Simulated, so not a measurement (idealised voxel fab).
process module | voxel transistor to metal
cross-section cut | 285 nm wide | cells 5 nm
A cross-section is a grid of square cells, given in bands from the top down. A band is one or more rows of cells.
Each band's line starts with the height of the band's top and of its bottom, in nm. Then come its materials from left to right, each with its width in nm. One material with "throughout" fills the band from edge to edge. "air" is empty space.
Height 0 is the level under which the wafer as received is all one material. The lowest band goes on downwards, as in "0 down".
A width such as "30 to 40" changes by the same amount from each row of cells to the next, from the band's top row to its bottom row.
"no change" after a step means that no cell of the cross-section changed.
closed voids: empty space of 8 cells or more with no open way to the top, each as width x height at its distance from the left edge, in nm
after a step's settings: what the simulator itself notes on the step
overlay nm, on a step with a mask: how far to the right of its planned place the mask lay; to the left if negative
plan
1 op RECEIVE | material Si
2 op OXIDIZE | depth nm 5
3 op CONFORMAL_DEP | material SiN | thk nm 10
4 op DIRECTIONAL_DEP | material aC | thk nm 10
5 op PATTERN | tone cover | mask id ACTIVE | material resist | width nm 95 | pitch nm 115 | thk nm 30 | overlay nm 0
6 op DIRECTIONAL_ETCH | etch materials aC | depth nm 10
7 op STRIP | etch materials resist
8 op DIRECTIONAL_ETCH | etch materials SiN | depth nm 10
9 op DIRECTIONAL_ETCH | etch materials SiO2 | depth nm 5
10 op DIRECTIONAL_ETCH | etch materials Si | depth nm 30
11 op STRIP | etch materials aC
12 op FILL_DEP | material SiO2 | thk nm 10
13 op CMP | height nm 10
14 op SELECTIVE_ETCH | etch materials SiO2 | depth nm 10
15 op STRIP | etch materials SiN
16 op SELECTIVE_ETCH | etch materials SiO2 | depth nm 5
17 op OXIDIZE | depth nm 5
18 op DIRECTIONAL_DEP | material polySi | thk nm 25
19 op DIRECTIONAL_DEP | material SiCN | thk nm 10
20 op DIRECTIONAL_DEP | material aC | thk nm 15
21 op PATTERN | tone cover | mask id GATE | material resist | width nm 15 | pitch nm 115 | thk nm 30 | overlay nm 0
22 op DIRECTIONAL_ETCH | etch materials aC | depth nm 15
23 op STRIP | etch materials resist
24 op DIRECTIONAL_ETCH | etch materials SiCN | depth nm 20
25 op DIRECTIONAL_ETCH | etch materials polySi | depth nm 35
26 op STRIP | etch materials aC
27 op CONFORMAL_DEP | material SiO2 | thk nm 5
28 op DIRECTIONAL_ETCH | etch materials SiO2 | depth nm 5
29 op CONFORMAL_DEP | material SiN | thk nm 10
30 op DIRECTIONAL_ETCH | etch materials SiN | depth nm 10
31 op DIRECTIONAL_ETCH | etch materials SiO2 | depth nm 5
32 op EPI | material nSi | thk nm 5
33 op FILL_DEP | material SiO2 | thk nm 10
34 op CMP | height nm 30
35 op DIRECTIONAL_DEP | material SiO2 | thk nm 10
36 op DIRECTIONAL_DEP | material aC | thk nm 10
37 op PATTERN | tone open | mask id CONTACT | material resist | width nm 25 | thk nm 25 | overlay nm 0
38 op DIRECTIONAL_ETCH | etch materials aC | depth nm 10
39 op STRIP | etch materials resist
40 op DIRECTIONAL_ETCH | etch materials SiO2 | depth nm 45
41 op STRIP | etch materials aC
42 op CONFORMAL_DEP | material TiN | thk nm 5
43 op FILL_DEP | material W | thk nm 10
44 op CMP | height nm 40
45 op CONFORMAL_DEP | material SiN | thk nm 5
46 op DIRECTIONAL_DEP | material lowk | thk nm 25
47 op PATTERN | tone open | mask id METAL_1 | material resist | width nm 15 | thk nm 20 | overlay nm 0
48 op DIRECTIONAL_ETCH | etch materials lowk | depth nm 25
49 op DIRECTIONAL_ETCH | etch materials SiN | depth nm 5
50 op STRIP | etch materials resist
51 op CONFORMAL_DEP | material TiN | thk nm 5
52 op FILL_DEP | material Cu | thk nm 10
53 op CMP | height nm 70
54 op CONFORMAL_DEP | material SiN | thk nm 5
as received, after step 1
  0 down: Si throughout
  closed voids: none
a wafer at the end: this start, this plan, one mistake
  75 to 70: SiN throughout
  70 to 45: lowk 45 | TiN 5 | Cu 5 | TiN 5 | lowk 45 | TiN 5 | Cu 5 | TiN 5 | lowk 40 | TiN 5 | Cu 5 | TiN 5 | lowk 45 | TiN 5 | Cu 5 | TiN 5 | lowk 50
  45 to 40: SiN 45 | TiN 15 | SiN 45 | TiN 15 | SiN 40 | TiN 15 | SiN 45 | TiN 15 | SiN 50
  40 to 30: SiO2 45 | TiN 5 | W 15 to 5 | TiN 5 to 15 | SiO2 25 | TiN 5 to 15 | W 15 to 5 | TiN 5 | SiO2 40 | TiN 5 | W 15 to 5 | TiN 5 to 15 | SiO2 25 | TiN 5 to 15 | W 15 to 5 | TiN 5 | SiO2 50
  30 to 25: SiO2 45 | TiN 5 | W 5 | TiN 5 | SiN 10 | SiO2 5 | SiCN 15 | SiO2 5 | SiN 10 | TiN 5 | W 5 | TiN 5 | SiO2 40 | TiN 5 | W 5 | TiN 5 | SiN 10 | SiO2 5 | SiCN 15 | SiO2 5 | SiN 10 | TiN 5 | W 5 | TiN 5 | SiO2 50
  25 to 5: SiO2 45 | TiN 5 | W 5 | TiN 5 | SiN 10 | SiO2 5 | polySi 15 | SiO2 5 | SiN 10 | TiN 5 | W 5 | TiN 5 | SiO2 40 | TiN 5 | W 5 | TiN 5 | SiN 10 | SiO2 5 | polySi 15 | SiO2 5 | SiN 10 | TiN 5 | W 5 | TiN 5 | SiO2 50
  5 to 0: SiO2 45 | TiN 15 | SiN 10 | SiO2 5 | polySi 15 | SiO2 5 | SiN 10 | TiN 15 | SiO2 40 | TiN 15 | SiN 10 | SiO2 5 | polySi 15 | SiO2 5 | SiN 10 | TiN 15 | SiO2 50
  0 to -5: SiO2 25 | SiN 10 | SiO2 5 | nSi 20 | SiO2 45 | nSi 20 | SiO2 5 | SiN 20 | SiO2 5 | nSi 20 | SiO2 45 | nSi 20 | SiO2 5 | SiN 10 | SiO2 30
  -5 to -10: SiO2 45 | Si 75 | SiO2 40 | Si 75 | SiO2 50
  -10 to -35: SiO2 35 | Si 95 | SiO2 20 | Si 95 | SiO2 40
  -35 down: Si throughout
  closed voids: none
what went wrong: steps 15 and 16 were swapped
